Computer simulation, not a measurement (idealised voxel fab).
Proc. module: voxel self aligned contacts
The cross-section shown here is cut; it is 260 nm wide and divided into square cells measuring 5 nm on a side.
A cross-section is written here as square cells arranged in a grid, and it is given in bands from the top down, each band taking up one or more rows of cells.
Read a band's entry like this: the first values are the height of its top and the height of its bottom in nm, and what follows is the sequence of materials from left to right, each with its width in nm. Note that "blank" is empty space, and that a single material marked "all across" reaches across the band from edge to edge.
Height datum 0, below which the as-received substrate wafer is one material. Lowest band open at the bottom, running downward: "z 0 and below".
A width such as "30 to 40" changes by the same amount from each row of cells to the next, from the band's top row to its bottom row.
Key: "identical to before" - step with no changed cell in the cross-section.
"Enclosed void inventory" contains a list of empty spaces, each no smaller than 8 cells and without an open way to the top, written in the form width x height at distance with the distance from the left edge and all three in nm.
It should be noted that, on the line of a given step, the content following the step's settings is a remark produced by the simulator itself with respect to that step.
What "overlay nm" on a step's line means: if the step has a mask, that mask lay this far to the right of its planned place, or, when the value is negative, to the left.

# Planned process steps
- 1: RECEIVE [material Si]
- 2: CONFORMAL_DEP [material SiO2] [thk nm 5]
- 3: DIRECTIONAL_DEP [material polySi] [thk nm 30]
- 4: DIRECTIONAL_DEP [material SiN] [thk nm 15]
- 5: MASKED_ETCH [tone cover] [mask id GATE] [width nm 25] [pitch nm 55] [etch materials SiN] [depth nm 15] [overlay nm 0]
- 6: MASKED_ETCH [tone cover] [mask id GATE] [width nm 25] [pitch nm 55] [etch materials polySi] [depth nm 30] [overlay nm 0]
- 7: CONFORMAL_DEP [material SiN] [thk nm 5]
- 8: DIRECTIONAL_ETCH [etch materials SiN] [depth nm 5]
- 9: FILL_DEP [material SiO2] [thk nm 20]
- 10: CMP [height nm 60]
- 11: PATTERN [tone open] [mask id CONTACT] [material resist] [width nm 40] [thk nm 20] [overlay nm 0]
- 12: DIRECTIONAL_ETCH [etch materials SiO2] [depth nm 60]
- 13: STRIP [etch materials resist]
- 14: CONFORMAL_DEP [material TiN] [thk nm 5]
- 15: FILL_DEP [material Ru] [thk nm 5]
- 16: CMP [height nm 60]
- 17: CONFORMAL_DEP [material SiCN] [thk nm 5]

# First of two wafers: run as planned

# Wafer as received: cross-section following step 1
> z 0 and below | Si all across
> Enclosed void inventory: none

# Wafer section view after processing step 2
> z 5 to 0 | SiO2 all across
> Heights below 0 show no change.

# Wafer section view after processing step 3
> z 35 to 5 | polySi all across
> Heights below 5 show no change.

# Wafer section view after processing step 4
> z 50 to 35 | SiN all across
> Heights below 35 show no change.

# Wafer section view after processing step 5
> z 50 to 35 | blank (90), then SiN (25), then blank (30), then SiN (25), then blank (90)
> Heights below 35 show no change.

# Wafer section view after processing step 6
> z 50 to 35 | blank (90), then SiN (25), then blank (30), then SiN (25), then blank (90)
> z 35 to 5 | blank (90), then polySi (25), then blank (30), then polySi (25), then blank (90)
> Heights below 5 show no change.

# Wafer section view after processing step 7
> z 55 to 35 | blank (85), then SiN (35), then blank (20), then SiN (35), then blank (85)
> z 35 to 10 | blank (85), then SiN (5), then polySi (25), then SiN (5), then blank (20), then SiN (5), then polySi (25), then SiN (5), then blank (85)
> z 10 to 5 | SiN (90), then polySi (25), then SiN (30), then polySi (25), then SiN (90)
> Heights below 5 show no change.

# Wafer section view after processing step 8
> z 50 to 35 | blank (85), then SiN (35), then blank (20), then SiN (35), then blank (85)
> z 35 to 5 | blank (85), then SiN (5), then polySi (25), then SiN (5), then blank (20), then SiN (5), then polySi (25), then SiN (5), then blank (85)
> Heights below 5 show no change.

# Wafer section view after processing step 9
> z 70 to 50 | SiO2 all across
> z 50 to 35 | SiO2 (85), then SiN (35), then SiO2 (20), then SiN (35), then SiO2 (85)
> z 35 to 5 | SiO2 (85), then SiN (5), then polySi (25), then SiN (5), then SiO2 (20), then SiN (5), then polySi (25), then SiN (5), then SiO2 (85)
> Heights below 5 show no change.

# Wafer section view after processing step 10
> z 60 to 50 | SiO2 all across
> Heights below 50 show no change.

# Wafer section view after processing step 11
> z 80 to 60 | resist (110), then blank (40), then resist (110)
> Heights below 60 show no change.

# Wafer section view after processing step 12
> z 80 to 60 | resist (110), then blank (40), then resist (110)
> z 60 to 50 | SiO2 (110), then blank (40), then SiO2 (110)
> z 50 to 35 | SiO2 (85), then SiN (35), then blank (20), then SiN (35), then SiO2 (85)
> z 35 to 5 | SiO2 (85), then SiN (5), then polySi (25), then SiN (5), then blank (20), then SiN (5), then polySi (25), then SiN (5), then SiO2 (85)
> z 5 to 0 | SiO2 (120), then blank (20), then SiO2 (120)
> Heights below 0 show no change.

# Wafer section view after processing step 13
> z 60 to 50 | SiO2 (110), then blank (40), then SiO2 (110)
> Heights below 50 show no change.

# Wafer section view after processing step 14
> z 65 to 60 | TiN (115), then blank (30), then TiN (115)
> z 60 to 50 | SiO2 (110), then TiN (5 to 15), then blank (30 to 10), then TiN (5 to 15), then SiO2 (110)
> z 50 to 35 | SiO2 (85), then SiN (35), then TiN (5), then blank (10), then TiN (5), then SiN (35), then SiO2 (85)
> z 35 to 5 | SiO2 (85), then SiN (5), then polySi (25), then SiN (5), then TiN (5), then blank (10), then TiN (5), then SiN (5), then polySi (25), then SiN (5), then SiO2 (85)
> z 5 to 0 | SiO2 (120), then TiN (20), then SiO2 (120)
> Heights below 0 show no change.

# Wafer section view after processing step 15
> z 70 to 65 | Ru all across
> z 65 to 60 | TiN (115), then Ru (30), then TiN (115)
> z 60 to 50 | SiO2 (110), then TiN (5 to 15), then Ru (30 to 10), then TiN (5 to 15), then SiO2 (110)
> z 50 to 35 | SiO2 (85), then SiN (35), then TiN (5), then Ru (10), then TiN (5), then SiN (35), then SiO2 (85)
> z 35 to 5 | SiO2 (85), then SiN (5), then polySi (25), then SiN (5), then TiN (5), then Ru (10), then TiN (5), then SiN (5), then polySi (25), then SiN (5), then SiO2 (85)
> Heights below 5 show no change.

# Wafer section view after processing step 16
> z 60 to 50 | SiO2 (110), then TiN (5 to 15), then Ru (30 to 10), then TiN (5 to 15), then SiO2 (110)
> Heights below 50 show no change.

# Wafer section view after processing step 17
> z 65 to 60 | SiCN all across
> Heights below 60 show no change.

# Wafer two. Same start, same plan, one slip in execution. Same as wafer one through step 4, inclusive

# Cross-section of the second wafer when, according to plan, step 5 should have finished
> z 50 to 35 | blank (85), then SiN (35), then blank (20), then SiN (35), then blank (85)
> Heights below 35 show no change.

# Cross-section of the second wafer when, according to plan, step 6 should have finished
> z 50 to 35 | blank (85), then SiN (35), then blank (20), then SiN (35), then blank (85)
> z 35 to 5 | blank (85), then polySi (35), then blank (20), then polySi (35), then blank (85)
> Heights below 5 show no change.

# Cross-section of the second wafer when, according to plan, step 7 should have finished
> z 55 to 35 | blank (80), then SiN (45), then blank (10), then SiN (45), then blank (80)
> z 35 to 10 | blank (80), then SiN (5), then polySi (35), then SiN (5), then blank (10), then SiN (5), then polySi (35), then SiN (5), then blank (80)
> z 10 to 5 | SiN (85), then polySi (35), then SiN (20), then polySi (35), then SiN (85)
> Heights below 5 show no change.

# Cross-section of the second wafer when, according to plan, step 8 should have finished
> z 50 to 35 | blank (80), then SiN (45), then blank (10), then SiN (45), then blank (80)
> z 35 to 5 | blank (80), then SiN (5), then polySi (35), then SiN (5), then blank (10), then SiN (5), then polySi (35), then SiN (5), then blank (80)
> Heights below 5 show no change.

# Cross-section of the second wafer when, according to plan, step 9 should have finished
> z 70 to 50 | SiO2 all across
> z 50 to 35 | SiO2 (80), then SiN (45), then SiO2 (10), then SiN (45), then SiO2 (80)
> z 35 to 5 | SiO2 (80), then SiN (5), then polySi (35), then SiN (5), then SiO2 (10), then SiN (5), then polySi (35), then SiN (5), then SiO2 (80)
> Heights below 5 show no change.

# Cross-section of the second wafer when, according to plan, step 10 should have finished
> z 60 to 50 | SiO2 all across
> Heights below 50 show no change.

# Cross-section of the second wafer when, according to plan, step 11 should have finished
> z 80 to 60 | resist (110), then blank (40), then resist (110)
> Heights below 60 show no change.

# Cross-section of the second wafer when, according to plan, step 12 should have finished
> z 80 to 60 | resist (110), then blank (40), then resist (110)
> z 60 to 50 | SiO2 (110), then blank (40), then SiO2 (110)
> z 50 to 35 | SiO2 (80), then SiN (45), then blank (10), then SiN (45), then SiO2 (80)
> z 35 to 5 | SiO2 (80), then SiN (5), then polySi (35), then SiN (5), then blank (10), then SiN (5), then polySi (35), then SiN (5), then SiO2 (80)
> z 5 to 0 | SiO2 (125), then blank (10), then SiO2 (125)
> Heights below 0 show no change.

# Cross-section of the second wafer when, according to plan, step 13 should have finished
> z 60 to 50 | SiO2 (110), then blank (40), then SiO2 (110)
> Heights below 50 show no change.

# Cross-section of the second wafer when, according to plan, step 14 should have finished
> z 65 to 60 | TiN (115), then blank (30), then TiN (115)
> z 60 to 55 | SiO2 (110), then TiN (5), then blank (30), then TiN (5), then SiO2 (110)
> z 55 to 50 | SiO2 (110), then TiN (40), then SiO2 (110)
> z 50 to 35 | SiO2 (80), then SiN (45), then TiN (10), then SiN (45), then SiO2 (80)
> z 35 to 5 | SiO2 (80), then SiN (5), then polySi (35), then SiN (5), then TiN (10), then SiN (5), then polySi (35), then SiN (5), then SiO2 (80)
> z 5 to 0 | SiO2 (125), then TiN (10), then SiO2 (125)
> Heights below 0 show no change.

# Cross-section of the second wafer when, according to plan, step 15 should have finished
> z 70 to 65 | Ru all across
> z 65 to 60 | TiN (115), then Ru (30), then TiN (115)
> z 60 to 55 | SiO2 (110), then TiN (5), then Ru (30), then TiN (5), then SiO2 (110)
> Heights below 55 show no change.

# Cross-section of the second wafer when, according to plan, step 16 should have finished
> z 60 to 55 | SiO2 (110), then TiN (5), then Ru (30), then TiN (5), then SiO2 (110)
> Heights below 55 show no change.

# Cross-section of the second wafer when, according to plan, step 17 should have finished
> z 65 to 60 | SiCN all across
> Heights below 60 show no change.
What was done differently from what was planned? so step 5 ended up running with a different setting than we planned, it ran as MASKED_ETCH [tone cover] [mask id GATE] [width nm 35] [pitch nm 55] [etch materials SiN] [depth nm 15] [overlay nm 0]
Per the end-of-run cell counts, the second wafer holds more or fewer of some materials than the first: Ru: 20 fewer; SiN: 12 more; SiO2: 16 fewer; polySi: 24 more
